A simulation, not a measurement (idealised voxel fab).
Process module under the name voxel capacitor over wiring
Section shown: cut. Width: 300 nm. Cell size: 5 nm, square.
A cross-section is written here as square cells arranged in a grid, and it is given in bands from the top down, each band taking up one or more rows of cells.
First you get the band's top height and its bottom height, in nm, and then the materials it's made of, left to right, with each width in nm. If you see a single material with "everywhere", that one covers the band edge to edge. "empty" is empty space.
Heights are expressed relative to 0, this being the level below which the as-received wafer comprises one material exclusively. The lowest band is unbounded in the downward direction and is denoted as in "z 0 and below".
Per-row width for "30 to 40": begins at first number (top row of band), ends at second number (bottom row), increment between rows held constant.
Any step labelled "remains unaltered" changed none of the cells in the cross-section.
If an empty space has no open way to the top and is at least 8 cells in size, "Closed cavities" lists it, written width x height at distance, where distance is measured from the left edge and every value is in nm.
On each step's line, the part that comes after the settings is the simulator's own comment on the step.
The "overlay nm" setting may appear on a step's line; for a step that uses a mask, it gives how far to the right of its planned position the mask lay, and a negative value indicates the left.
plan
- 1: RECEIVE,material Si
- 2: CONFORMAL_DEP,material SiO2,thk nm 15
- 3: DIRECTIONAL_DEP,material TiN,thk nm 5
- 4: DIRECTIONAL_DEP,material W,thk nm 20
- 5: PATTERN,tone cover,mask id METAL_1,material resist,width nm 25,pitch nm 75,thk nm 20,overlay nm 0
- 6: DIRECTIONAL_ETCH,etch materials W,depth nm 20
- 7: DIRECTIONAL_ETCH,etch materials TiN,depth nm 5
- 8: STRIP,etch materials resist
- 9: CONFORMAL_DEP,material SiN,thk nm 5
- 10: FILL_DEP,material lowk,thk nm 10
- 11: CMP,height nm 40
- 12: CONFORMAL_DEP,material SiCN,thk nm 5
- 13: DIRECTIONAL_DEP,material SiO2,thk nm 20
- 14: MASKED_ETCH,tone open,mask id PLUG_1,width nm 15,etch materials SiO2,depth nm 20,overlay nm 0
- 15: MASKED_ETCH,tone open,mask id PLUG_1,width nm 15,etch materials SiCN,depth nm 5,overlay nm 0
- 16: EPI,material Ru,thk nm 10
- 17: EPI,material Ru,thk nm 10
- 18: EPI,material Ru,thk nm 5
- 19: DIRECTIONAL_DEP,material TiN,thk nm 10
- 20: DIRECTIONAL_DEP,material HfO2,thk nm 5
- 21: DIRECTIONAL_DEP,material TiN,thk nm 10
- 22: MASKED_ETCH,tone cover,mask id UPPER_PLATE,width nm 55,etch materials TiN,depth nm 10,overlay nm 0
- 23: MASKED_ETCH,tone cover,mask id UPPER_PLATE,width nm 55,etch materials HfO2,depth nm 5,overlay nm 0
- 24: DIRECTIONAL_DEP,material aC,thk nm 15
- 25: PATTERN,tone cover,mask id LOWER_PLATE,material resist,width nm 65,thk nm 35,overlay nm 0
- 26: DIRECTIONAL_ETCH,etch materials aC,depth nm 15
- 27: STRIP,etch materials resist
- 28: DIRECTIONAL_ETCH,etch materials TiN,depth nm 10
- 29: STRIP,etch materials aC
- 30: FILL_DEP,material SiO2,thk nm 20
- 31: CMP,height nm 105
- 32: DIRECTIONAL_DEP,material aC,thk nm 10
- 33: PATTERN,tone open,mask id PLUG_2,material resist,width nm 15,thk nm 25,overlay nm 0
- 34: DIRECTIONAL_ETCH,etch materials aC,depth nm 10
- 35: STRIP,etch materials resist
- 36: DIRECTIONAL_ETCH,etch materials SiO2,depth nm 15
- 37: STRIP,etch materials aC
- 38: CONFORMAL_DEP,material TiN,thk nm 5
- 39: FILL_DEP,material W,thk nm 5
- 40: CMP,height nm 105
- 41: CONFORMAL_DEP,material SiCN,thk nm 5
Run as planned: first of two wafers
Wafer at receipt (post step 1), cross-section
  z 0 and below: Si everywhere
  Closed cavities: none
So this is the wafer cross-section right after step 2
  z 15 to 0: SiO2 everywhere
  Unchanged below 0.
So this is the wafer cross-section right after step 3
  z 20 to 15: TiN everywhere
  Unchanged below 15.
So this is the wafer cross-section right after step 4
  z 40 to 20: W everywhere
  Unchanged below 20.
So this is the wafer cross-section right after step 5
  z 60 to 40: empty: 100  resist: 25  empty: 50  resist: 25  empty: 100
  Unchanged below 40.
So this is the wafer cross-section right after step 6
  z 60 to 40: empty: 100  resist: 25  empty: 50  resist: 25  empty: 100
  z 40 to 20: empty: 100  W: 25  empty: 50  W: 25  empty: 100
  Unchanged below 20.
So this is the wafer cross-section right after step 7
  z 60 to 40: empty: 100  resist: 25  empty: 50  resist: 25  empty: 100
  z 40 to 20: empty: 100  W: 25  empty: 50  W: 25  empty: 100
  z 20 to 15: empty: 100  TiN: 25  empty: 50  TiN: 25  empty: 100
  Unchanged below 15.
So this is the wafer cross-section right after step 8
  z 40 to 20: empty: 100  W: 25  empty: 50  W: 25  empty: 100
  Unchanged below 20.
So this is the wafer cross-section right after step 9
  z 45 to 40: empty: 95  SiN: 35  empty: 40  SiN: 35  empty: 95
  z 40 to 20: empty: 95  SiN: 5  W: 25  SiN: 5  empty: 40  SiN: 5  W: 25  SiN: 5  empty: 95
  z 20 to 15: SiN: 100  TiN: 25  SiN: 50  TiN: 25  SiN: 100
  Unchanged below 15.
So this is the wafer cross-section right after step 10
  z 55 to 45: lowk everywhere
  z 45 to 40: lowk: 95  SiN: 35  lowk: 40  SiN: 35  lowk: 95
  z 40 to 20: lowk: 95  SiN: 5  W: 25  SiN: 5  lowk: 40  SiN: 5  W: 25  SiN: 5  lowk: 95
  Unchanged below 20.
So this is the wafer cross-section right after step 11
  z 40 to 20: lowk: 95  SiN: 5  W: 25  SiN: 5  lowk: 40  SiN: 5  W: 25  SiN: 5  lowk: 95
  Unchanged below 20.
So this is the wafer cross-section right after step 12
  z 45 to 40: SiCN everywhere
  Unchanged below 40.
So this is the wafer cross-section right after step 13
  z 65 to 45: SiO2 everywhere
  Unchanged below 45.
So this is the wafer cross-section right after step 14
  z 65 to 45: SiO2: 110  empty: 15  SiO2: 175
  Unchanged below 45.
So this is the wafer cross-section right after step 15
  z 65 to 45: SiO2: 110  empty: 15  SiO2: 175
  z 45 to 40: SiCN: 110  empty: 15  SiCN: 175
  Unchanged below 40.
So this is the wafer cross-section right after step 16
  z 65 to 50: SiO2: 110  empty: 15  SiO2: 175
  z 50 to 45: SiO2: 110  Ru: 15  SiO2: 175
  z 45 to 40: SiCN: 110  Ru: 15  SiCN: 175
  Unchanged below 40.
So this is the wafer cross-section right after step 17
  z 65 to 60: SiO2: 110  empty: 15  SiO2: 175
  z 60 to 45: SiO2: 110  Ru: 15  SiO2: 175
  Unchanged below 45.
So this is the wafer cross-section right after step 18
  z 65 to 45: SiO2: 110  Ru: 15  SiO2: 175
  Unchanged below 45.
So this is the wafer cross-section right after step 19
  z 75 to 65: TiN everywhere
  Unchanged below 65.
So this is the wafer cross-section right after step 20
  z 80 to 75: HfO2 everywhere
  Unchanged below 75.
So this is the wafer cross-section right after step 21
  z 90 to 80: TiN everywhere
  Unchanged below 80.
So this is the wafer cross-section right after step 22
  z 90 to 80: empty: 110  TiN: 55  empty: 135
  Unchanged below 80.
So this is the wafer cross-section right after step 23
  z 90 to 80: empty: 110  TiN: 55  empty: 135
  z 80 to 75: empty: 110  HfO2: 55  empty: 135
  Unchanged below 75.
So this is the wafer cross-section right after step 24
  z 105 to 90: empty: 110  aC: 55  empty: 135
  z 90 to 80: aC: 110  TiN: 55  aC: 135
  z 80 to 75: aC: 110  HfO2: 55  aC: 135
  Unchanged below 75.
So this is the wafer cross-section right after step 25
  z 140 to 105: empty: 105  resist: 65  empty: 130
  z 105 to 90: empty: 105  resist: 5  aC: 55  resist: 5  empty: 130
  Unchanged below 90.
So this is the wafer cross-section right after step 26
  z 125 to 105: empty: 105  resist: 65  empty: 130
  z 105 to 90: empty: 105  resist: 5  aC: 55  resist: 5  empty: 130
  z 90 to 80: empty: 105  aC: 5  TiN: 55  aC: 5  empty: 130
  z 80 to 75: empty: 105  aC: 5  HfO2: 55  aC: 5  empty: 130
  Unchanged below 75.
So this is the wafer cross-section right after step 27
  z 105 to 90: empty: 110  aC: 55  empty: 135
  Unchanged below 90.
So this is the wafer cross-section right after step 28
  z 105 to 90: empty: 110  aC: 55  empty: 135
  z 90 to 80: empty: 105  aC: 5  TiN: 55  aC: 5  empty: 130
  z 80 to 75: empty: 105  aC: 5  HfO2: 55  aC: 5  empty: 130
  z 75 to 65: empty: 105  TiN: 65  empty: 130
  Unchanged below 65.
So this is the wafer cross-section right after step 29
  z 90 to 80: empty: 110  TiN: 55  empty: 135
  z 80 to 75: empty: 110  HfO2: 55  empty: 135
  Unchanged below 75.
So this is the wafer cross-section right after step 30
  z 110 to 90: SiO2 everywhere
  z 90 to 80: SiO2: 110  TiN: 55  SiO2: 135
  z 80 to 75: SiO2: 110  HfO2: 55  SiO2: 135
  z 75 to 65: SiO2: 105  TiN: 65  SiO2: 130
  Unchanged below 65.
So this is the wafer cross-section right after step 31
  z 105 to 90: SiO2 everywhere
  Unchanged below 90.
So this is the wafer cross-section right after step 32
  z 115 to 105: aC everywhere
  Unchanged below 105.
So this is the wafer cross-section right after step 33
  z 140 to 115: resist: 120  empty: 15  resist: 165
  Unchanged below 115.
So this is the wafer cross-section right after step 34
  z 130 to 115: resist: 120  empty: 15  resist: 165
  z 115 to 105: aC: 120  empty: 15  aC: 165
  Unchanged below 105.
So this is the wafer cross-section right after step 35
  z 115 to 105: aC: 120  empty: 15  aC: 165
  Unchanged below 105.
So this is the wafer cross-section right after step 36
  z 115 to 105: aC: 120  empty: 15  aC: 165
  z 105 to 90: SiO2: 120  empty: 15  SiO2: 165
  Unchanged below 90.
So this is the wafer cross-section right after step 37
  z 105 to 90: SiO2: 120  empty: 15  SiO2: 165
  Unchanged below 90.
So this is the wafer cross-section right after step 38
  z 110 to 105: TiN: 125  empty: 5  TiN: 170
  z 105 to 95: SiO2: 120  TiN: 5  empty: 5  TiN: 5  SiO2: 165
  z 95 to 90: SiO2: 120  TiN: 15  SiO2: 165
  Unchanged below 90.
So this is the wafer cross-section right after step 39
  z 115 to 110: W everywhere
  z 110 to 105: TiN: 125  W: 5  TiN: 170
  z 105 to 95: SiO2: 120  TiN: 5  W: 5  TiN: 5  SiO2: 165
  Unchanged below 95.
So this is the wafer cross-section right after step 40
  z 105 to 95: SiO2: 120  TiN: 5  W: 5  TiN: 5  SiO2: 165
  Unchanged below 95.
So this is the wafer cross-section right after step 41
  z 110 to 105: SiCN everywhere
  Unchanged below 105.
Here the second wafer is described. Its start and its plan were those of the first wafer. Its run contained one mistake. Up to and including step 24, it did exactly what the first wafer did
Second wafer, cut view, end of step 25 per plan
  z 140 to 105: empty: 105  resist: 70  empty: 125
  z 105 to 90: empty: 105  resist: 5  aC: 55  resist: 10  empty: 125
  Unchanged below 90.
Second wafer, cut view, end of step 26 per plan
  z 125 to 105: empty: 105  resist: 70  empty: 125
  z 105 to 90: empty: 105  resist: 5  aC: 55  resist: 10  empty: 125
  z 90 to 80: empty: 105  aC: 5  TiN: 55  aC: 10  empty: 125
  z 80 to 75: empty: 105  aC: 5  HfO2: 55  aC: 10  empty: 125
  Unchanged below 75.
Second wafer, cut view, end of step 27 per plan
  z 105 to 90: empty: 110  aC: 55  empty: 135
  Unchanged below 90.
Second wafer, cut view, end of step 28 per plan
  z 105 to 90: empty: 110  aC: 55  empty: 135
  z 90 to 80: empty: 105  aC: 5  TiN: 55  aC: 10  empty: 125
  z 80 to 75: empty: 105  aC: 5  HfO2: 55  aC: 10  empty: 125
  z 75 to 65: empty: 105  TiN: 70  empty: 125
  Unchanged below 65.
Second wafer, cut view, end of step 29 per plan
  z 90 to 80: empty: 110  TiN: 55  empty: 135
  z 80 to 75: empty: 110  HfO2: 55  empty: 135
  Unchanged below 75.
Second wafer, cut view, end of step 30 per plan
  z 110 to 90: SiO2 everywhere
  z 90 to 80: SiO2: 110  TiN: 55  SiO2: 135
  z 80 to 75: SiO2: 110  HfO2: 55  SiO2: 135
  z 75 to 65: SiO2: 105  TiN: 70  SiO2: 125
  Unchanged below 65.
Second wafer, cut view, end of step 31 per plan
  z 105 to 90: SiO2 everywhere
  Unchanged below 90.
Second wafer, cut view, end of step 32 per plan
  z 115 to 105: aC everywhere
  Unchanged below 105.
Second wafer, cut view, end of step 33 per plan
  z 140 to 115: resist: 120  empty: 15  resist: 165
  Unchanged below 115.
Second wafer, cut view, end of step 34 per plan
  z 130 to 115: resist: 120  empty: 15  resist: 165
  z 115 to 105: aC: 120  empty: 15  aC: 165
  Unchanged below 105.
Second wafer, cut view, end of step 35 per plan
  z 115 to 105: aC: 120  empty: 15  aC: 165
  Unchanged below 105.
Second wafer, cut view, end of step 36 per plan
  z 115 to 105: aC: 120  empty: 15  aC: 165
  z 105 to 90: SiO2: 120  empty: 15  SiO2: 165
  Unchanged below 90.
Second wafer, cut view, end of step 37 per plan
  z 105 to 90: SiO2: 120  empty: 15  SiO2: 165
  Unchanged below 90.
Second wafer, cut view, end of step 38 per plan
  z 110 to 105: TiN: 125  empty: 5  TiN: 170
  z 105 to 95: SiO2: 120  TiN: 5  empty: 5  TiN: 5  SiO2: 165
  z 95 to 90: SiO2: 120  TiN: 15  SiO2: 165
  Unchanged below 90.
Second wafer, cut view, end of step 39 per plan
  z 115 to 110: W everywhere
  z 110 to 105: TiN: 125  W: 5  TiN: 170
  z 105 to 95: SiO2: 120  TiN: 5  W: 5  TiN: 5  SiO2: 165
  Unchanged below 95.
Second wafer, cut view, end of step 40 per plan
  z 105 to 95: SiO2: 120  TiN: 5  W: 5  TiN: 5  SiO2: 165
  Unchanged below 95.
Second wafer, cut view, end of step 41 per plan
  z 110 to 105: SiCN everywhere
  Unchanged below 105.
Which mistake was made when the wafer was run? it should be noted that step 25 was executed with settings other than those planned, the operation and settings actually applied being PATTERN,tone cover,mask id LOWER_PLATE,material resist,width nm 70,thk nm 35,overlay nm 0
FYI, end of process, the second wafer has more or fewer cells of some materials than the first: SiO2 -2 | TiN +2
